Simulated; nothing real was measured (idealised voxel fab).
Herein follows the process module entitled voxel self aligned vias.
We display cut, a cross-section 175 nm in width whose square cells are each 5 nm.
How to read a cross-section here: the picture is a grid of square cells, written as bands going from the top down, and any band can span one or more rows of cells.
Band entry format. Leading values: height of top, height of bottom, nm. Remainder: materials in left-to-right order, each with its width in nm. Special words: "all across" on a single material, which then fills the band edge to edge; "air", empty space.
Height reference: 0 = level under which incoming wafer is all one material. Lowest band: no bottom, runs on downward, e.g. "0 -> down".
Width "30 to 40": first value at the band's top row of cells, second value at its bottom row, equal change from row to row.
"stayed the same" (step): cross-section cells unchanged, all of them.
Reported under the label "Enclosed void listing" are the empty spaces having no open way to the top and comprising 8 cells or more; the notation for each is width x height at distance, in which the distance is measured from the left edge and all three values are in nm.
On each step's line, the part that comes after the settings is the simulator's own comment on the step.
overlay nm: for a step with a mask, the amount by which the mask lay right of where it was planned; a negative amount means left of it.

Planned step list for the process:
- 1: RECEIVE [material Si]
- 2: CONFORMAL_DEP [material SiO2] [thk nm 10]
- 3: CONFORMAL_DEP [material SiCN] [thk nm 5]
- 4: DIRECTIONAL_DEP [material SiO2] [thk nm 25]
- 5: MASKED_ETCH [tone open] [mask id LINES] [width nm 25] [pitch nm 55] [etch materials SiO2] [depth nm 25] [overlay nm 0]
- 6: CONFORMAL_DEP [material TiN] [thk nm 5]
- 7: FILL_DEP [material W] [thk nm 5]
- 8: CMP [height nm 40]
- 9: SELECTIVE_ETCH [etch materials W Ru TiN] [depth nm 5]
- 10: FILL_DEP [material SiN] [thk nm 5]
- 11: CMP [height nm 40]
- 12: DIRECTIONAL_DEP [material SiO2] [thk nm 15]
- 13: DIRECTIONAL_DEP [material aC] [thk nm 10]
- 14: PATTERN [tone open] [mask id VIAS] [material resist] [width nm 35] [pitch nm 55] [thk nm 25] [overlay nm 0]
- 15: DIRECTIONAL_ETCH [etch materials aC] [depth nm 10]
- 16: STRIP [etch materials resist]
- 17: DIRECTIONAL_ETCH [etch materials SiO2] [depth nm 15]
- 18: DIRECTIONAL_ETCH [etch materials SiN] [depth nm 5]
- 19: STRIP [etch materials aC]
- 20: CONFORMAL_DEP [material TiN] [thk nm 5]
- 21: FILL_DEP [material Ru] [thk nm 5]
- 22: CMP [height nm 55]
- 23: CONFORMAL_DEP [material SiN] [thk nm 5]

As received (post step 1): cross-section:
> 0 -> down  Si all across
> Enclosed void listing: none

Post-module cross-section: identical start and plan to those above, one misstep in execution:
> 60 -> 55  SiN all across
> 55 -> 45  SiO2=40 | TiN=5 | Ru=25 | TiN=5 | SiO2=20 | TiN=5 | Ru=25 | TiN=5 | SiO2=45
> 45 -> 40  SiO2=40 | TiN=15 | Ru=5 | TiN=15 | SiO2=20 | TiN=15 | Ru=5 | TiN=15 | SiO2=45
> 40 -> 35  SiO2=50 | TiN=15 | SiO2=40 | TiN=15 | SiO2=55
> 35 -> 20  SiO2=50 | TiN=5 | W=5 | TiN=5 | SiO2=40 | TiN=5 | W=5 | TiN=5 | SiO2=55
> 20 -> 15  SiO2=50 | TiN=15 | SiO2=40 | TiN=15 | SiO2=55
> 15 -> 10  SiCN all across
> 10 -> 0  SiO2 all across
> 0 -> down  Si all across
> Enclosed void listing: none
It is concluded that the wafer was processed incorrectly with respect to the plan, in that the process deviated at step 5: the operation and settings actually run there were MASKED_ETCH [tone open] [mask id LINES] [width nm 15] [pitch nm 55] [etch materials SiO2] [depth nm 25] [overlay nm 0]
